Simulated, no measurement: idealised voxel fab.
Name of the process module below: voxel plated lines
Section cut is 245 nm wide and gridded with 5 nm square cells.
A cross-section is a grid of square cells, given in bands from the top down. A band is one or more rows of cells. For a band, the entry starts with two heights in nm, that of the top and then that of the bottom, and carries on with the band's materials in order from left to right, each alongside its width in nm; the word "full width" beside a single material means it fills the band edge to edge, and "empty" means empty space. Convention: height 0 is the level below which the wafer, as received, is all one material. The lowest band does not terminate at the bottom but continues downward, represented as "0 nm and below". The two numbers in a width such as "30->40" mark its ends across the band: the first belongs to the top row of cells, the second to the bottom row, and from each row to the next the width moves by the same amount. Step note "no alterations made" = no cross-section cell changed. You'll see "Closed cavity list" listing empty spaces that have no way open to the top, as long as they're 8 cells or more; the notation is width x height at distance, where the distance is from the left edge, and all of it is in nm. Heads up: the bit after the settings on a step's line is the simulator's remark on that step. overlay nm: on a step with a mask, how far right of its planned place the mask lay; negative means left.
The following list gives the planned process steps
1) RECEIVE with material Si
2) CONFORMAL_DEP with material SiO2, thk nm 5
3) DIRECTIONAL_DEP with material TiN, thk nm 5
4) PATTERN with tone open, mask id LINES, material resist, width nm 20, pitch nm 35, thk nm 40, overlay nm 0
5) EPI with material Ru, thk nm 5
6) EPI with material Ru, thk nm 5
7) EPI with material Ru, thk nm 5
8) STRIP with etch materials resist
9) DIRECTIONAL_ETCH with etch materials TiN, depth nm 5
10) CONFORMAL_DEP with material SiCN, thk nm 10
First wafer out of two, processed as planned
Cross-section of the incoming wafer, state after step 1
* 0 nm and below = Si full width
* Closed cavity list: none
Cross-section of the wafer after step 2
* 5 nm to 0 nm = SiO2 full width
* Under 0: no change, same as before.
Cross-section of the wafer after step 3
* 10 nm to 5 nm = TiN full width
* Under 5: no change, same as before.
Cross-section of the wafer after step 4
* 50 nm to 10 nm = resist=75; empty=20; resist=15; empty=20; resist=15; empty=20; resist=80
* Under 10: no change, same as before.
Cross-section of the wafer after step 5
* 50 nm to 15 nm = resist=75; empty=20; resist=15; empty=20; resist=15; empty=20; resist=80
* 15 nm to 10 nm = resist=75; Ru=20; resist=15; Ru=20; resist=15; Ru=20; resist=80
* Under 10: no change, same as before.
Cross-section of the wafer after step 6
* 50 nm to 20 nm = resist=75; empty=20; resist=15; empty=20; resist=15; empty=20; resist=80
* 20 nm to 10 nm = resist=75; Ru=20; resist=15; Ru=20; resist=15; Ru=20; resist=80
* Under 10: no change, same as before.
Cross-section of the wafer after step 7
* 50 nm to 25 nm = resist=75; empty=20; resist=15; empty=20; resist=15; empty=20; resist=80
* 25 nm to 10 nm = resist=75; Ru=20; resist=15; Ru=20; resist=15; Ru=20; resist=80
* Under 10: no change, same as before.
Cross-section of the wafer after step 8
* 25 nm to 10 nm = empty=75; Ru=20; empty=15; Ru=20; empty=15; Ru=20; empty=80
* Under 10: no change, same as before.
Cross-section of the wafer after step 9
* 25 nm to 10 nm = empty=75; Ru=20; empty=15; Ru=20; empty=15; Ru=20; empty=80
* 10 nm to 5 nm = empty=75; TiN=20; empty=15; TiN=20; empty=15; TiN=20; empty=80
* Under 5: no change, same as before.
Cross-section of the wafer after step 10
* 35 nm to 25 nm = empty=65; SiCN=110; empty=70
* 25 nm to 15 nm = empty=65; SiCN=10; Ru=20; SiCN=15; Ru=20; SiCN=15; Ru=20; SiCN=10; empty=70
* 15 nm to 10 nm = SiCN=75; Ru=20; SiCN=15; Ru=20; SiCN=15; Ru=20; SiCN=80
* 10 nm to 5 nm = SiCN=75; TiN=20; SiCN=15; TiN=20; SiCN=15; TiN=20; SiCN=80
* Under 5: no change, same as before.
For the second wafer, take the first wafer's start and plan, then add one mistake made in running it; everything through step 9, that step included, is shared with the first
Second wafer, section view, time point: scheduled end of step 10
* 40 nm to 25 nm = empty=60; SiCN=120; empty=65
* 25 nm to 20 nm = empty=60; SiCN=15; Ru=20; SiCN=15; Ru=20; SiCN=15; Ru=20; SiCN=15; empty=65
* 20 nm to 10 nm = SiCN=75; Ru=20; SiCN=15; Ru=20; SiCN=15; Ru=20; SiCN=80
* 10 nm to 5 nm = SiCN=75; TiN=20; SiCN=15; TiN=20; SiCN=15; TiN=20; SiCN=80
* Under 5: no change, same as before.
Heads up, the wafer didn't run the way we planned it: step 10: run off-plan, actual operation and settings CONFORMAL_DEP with material SiCN, thk nm 15
Final cells, second wafer relative to first, materials higher or lower: 57 more of SiCN
